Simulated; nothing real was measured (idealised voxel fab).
Process module in this document: voxel spacer lines
It is cross-section cut that appears here, measuring 260 nm in width, its square cells being 5 nm in size.
Cross-section, as written here: a square-cell grid given band by band from the top down, where a band holds one or more rows of cells.
For a band, the entry starts with two heights in nm, that of the top and then that of the bottom, and carries on with the band's materials in order from left to right, each alongside its width in nm; the word "everywhere" beside a single material means it fills the band edge to edge, and "blank" means empty space.
A quick word on heights: they are counted from 0, and under that level the wafer as it came to us is one material throughout. The lowest band is different from the rest in having no bottom; it simply continues downward, written as in "top 0, no bottom".
With a width like "30->40", each row of cells in the band differs from the next by the same amount, the top row carrying the first number and the bottom row the second.
You'll sometimes find "everything unchanged" written for a step, and that's the way of saying that nowhere in the cross-section did a cell change during that step.
Enclosed voids (no open way to top), threshold 8 cells or more, entry "Listed closed voids", notation width x height at distance, distance from left edge, nm.
Post-settings text on a step line: simulator's own remark regarding the step.
overlay nm: step with mask; distance mask lay right of planned place; negative value = left of planned place.

-- Steps planned for the process
1 RECEIVE [material Si]
2 CONFORMAL_DEP [material Al2O3] [thk nm 10]
3 DIRECTIONAL_DEP [material W] [thk nm 10]
4 DIRECTIONAL_DEP [material aC] [thk nm 30]
5 PATTERN [tone cover] [mask id MANDREL] [material resist] [width nm 20] [pitch nm 60] [thk nm 40] [overlay nm 0]
6 DIRECTIONAL_ETCH [etch materials aC] [depth nm 30]
7 STRIP [etch materials resist]
8 CONFORMAL_DEP [material SiO2] [thk nm 10]
9 DIRECTIONAL_ETCH [etch materials SiO2] [depth nm 10]
10 STRIP [etch materials aC]
11 DIRECTIONAL_ETCH [etch materials W] [depth nm 10]
12 STRIP [etch materials SiO2]
13 FILL_DEP [material lowk] [thk nm 5]
14 CMP [height nm 20]

-- Shown in cross-section is the wafer as received, that is, as it stands after step 1
    top 0, no bottom: Si everywhere
    Listed closed voids: none

-- As-planned run: cross-section of the first of two wafers at end of module
    top 20, bottom 10: 50 of lowk  10 of W  20 of lowk  10 of W  20 of lowk  10 of W  20 of lowk  10 of W  20 of lowk  10 of W  20 of lowk  10 of W  50 of lowk
    top 10, bottom 0: Al2O3 everywhere
    top 0, no bottom: Si everywhere
    Listed closed voids: none

-- So this is wafer number two of the two, cut at the end of the module - it started where the first did and had the same plan, we just got one thing wrong running it
    top 20, bottom 10: 60 of lowk  10 of W  20 of lowk  10 of W  20 of lowk  10 of W  20 of lowk  10 of W  20 of lowk  10 of W  20 of lowk  10 of W  40 of lowk
    top 10, bottom 0: Al2O3 everywhere
    top 0, no bottom: Si everywhere
    Listed closed voids: none
What broke from the plan during processing? step 5 was processed under conditions differing from the plan, specifically as PATTERN [tone cover] [mask id MANDREL] [material resist] [width nm 20] [pitch nm 60] [thk nm 40] [overlay nm 10]
Heads up: at the end the two wafers have identical cell counts per material, they're just laid out differently.
